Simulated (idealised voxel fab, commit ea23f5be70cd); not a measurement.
process module | voxel released beams
cross-section cut | 275 nm wide | cells 5 nm
A cross-section is a grid of square cells, given in bands from the top down. A band is one or more rows of cells.
Each band's line starts with the height of the band's top and of its bottom, in nm. Then come its materials from left to right, each with its width in nm. One material with "throughout" fills the band from edge to edge. "air" is empty space.
Height 0 is the level under which the wafer as received is all one material. The lowest band goes on downwards, as in "0 down".
A width such as "30 to 40" changes by the same amount from each row of cells to the next, from the band's top row to its bottom row.
"no change" after a step means that no cell of the cross-section changed.
closed voids: empty space of 8 cells or more with no open way to the top, each as width x height at its distance from the left edge, in nm
after a step's settings: what the simulator itself notes on the step
overlay nm, on a step with a mask: how far to the right of its planned place the mask lay; to the left if negative
plan
1 op RECEIVE | material Si
2 op CONFORMAL_DEP | material Al2O3 | thk nm 5
3 op DIRECTIONAL_DEP | material SiO2 | thk nm 10
4 op DIRECTIONAL_DEP | material aC | thk nm 15
5 op PATTERN | tone open | mask id ANCHOR | material resist | width nm 45 | thk nm 35 | overlay nm 0
6 op DIRECTIONAL_ETCH | etch materials aC | depth nm 15
7 op STRIP | etch materials resist
8 op DIRECTIONAL_ETCH | etch materials SiO2 | depth nm 10
9 op STRIP | etch materials aC
10 op CONFORMAL_DEP | material polySi | thk nm 15
11 op PATTERN | tone cover | mask id BEAM | material resist | width nm 95 | thk nm 20 | overlay nm 0
12 op DIRECTIONAL_ETCH | etch materials polySi | depth nm 15
13 op STRIP | etch materials resist
14 op STRIP | etch materials SiO2
first wafer, as planned
as received, after step 1
  0 down: Si throughout
  closed voids: none
after step 2
  5 to 0: Al2O3 throughout
  below 0: unchanged
after step 3
  15 to 5: SiO2 throughout
  below 5: unchanged
after step 4
  30 to 15: aC throughout
  below 15: unchanged
after step 5
  65 to 30: resist 90 | air 45 | resist 140
  below 30: unchanged
after step 6
  50 to 30: resist 90 | air 45 | resist 140
  30 to 15: aC 90 | air 45 | aC 140
  below 15: unchanged
after step 7
  30 to 15: aC 90 | air 45 | aC 140
  below 15: unchanged
after step 8
  30 to 15: aC 90 | air 45 | aC 140
  15 to 5: SiO2 90 | air 45 | SiO2 140
  below 5: unchanged
after step 9
  15 to 5: SiO2 90 | air 45 | SiO2 140
  below 5: unchanged
after step 10
  30 to 20: polySi 105 | air 15 | polySi 155
  20 to 15: polySi throughout
  15 to 5: SiO2 90 | polySi 45 | SiO2 140
  below 5: unchanged
after step 11
  50 to 30: air 85 | resist 95 | air 95
  30 to 20: polySi 105 | resist 15 | polySi 155
  below 20: unchanged
after step 12
  50 to 30: air 85 | resist 95 | air 95
  30 to 20: air 85 | polySi 20 | resist 15 | polySi 60 | air 95
  20 to 15: air 85 | polySi 95 | air 95
  below 15: unchanged
after step 13
  30 to 20: air 85 | polySi 20 | air 15 | polySi 60 | air 95
  below 20: unchanged
after step 14
  30 to 20: air 85 | polySi 20 | air 15 | polySi 60 | air 95
  20 to 15: air 85 | polySi 95 | air 95
  15 to 5: air 90 | polySi 45 | air 140
  below 5: unchanged
second wafer: like start, like plan, one mistake. Through step 1 it matches the first wafer
when step 2 should have ended
  10 to 0: SiO2 throughout
  below 0: unchanged
when step 3 should have ended
  15 to 10: Al2O3 throughout
  below 10: unchanged
when step 4 should have ended
  30 to 15: aC throughout
  below 15: unchanged
when step 5 should have ended
  65 to 30: resist 90 | air 45 | resist 140
  below 30: unchanged
when step 6 should have ended
  50 to 30: resist 90 | air 45 | resist 140
  30 to 15: aC 90 | air 45 | aC 140
  below 15: unchanged
when step 7 should have ended
  30 to 15: aC 90 | air 45 | aC 140
  below 15: unchanged
when step 8 should have ended: no change
when step 9 should have ended
  15 to 10: Al2O3 throughout
  below 10: unchanged
when step 10 should have ended
  30 to 15: polySi throughout
  below 15: unchanged
when step 11 should have ended
  50 to 30: air 85 | resist 95 | air 95
  below 30: unchanged
when step 12 should have ended
  50 to 30: air 85 | resist 95 | air 95
  30 to 15: air 85 | polySi 95 | air 95
  below 15: unchanged
when step 13 should have ended
  30 to 15: air 85 | polySi 95 | air 95
  below 15: unchanged
when step 14 should have ended: no change
what went wrong: steps 2 and 3 were swapped
at the end the second wafer has, in cells: 110 more of SiO2 | 12 fewer of polySi
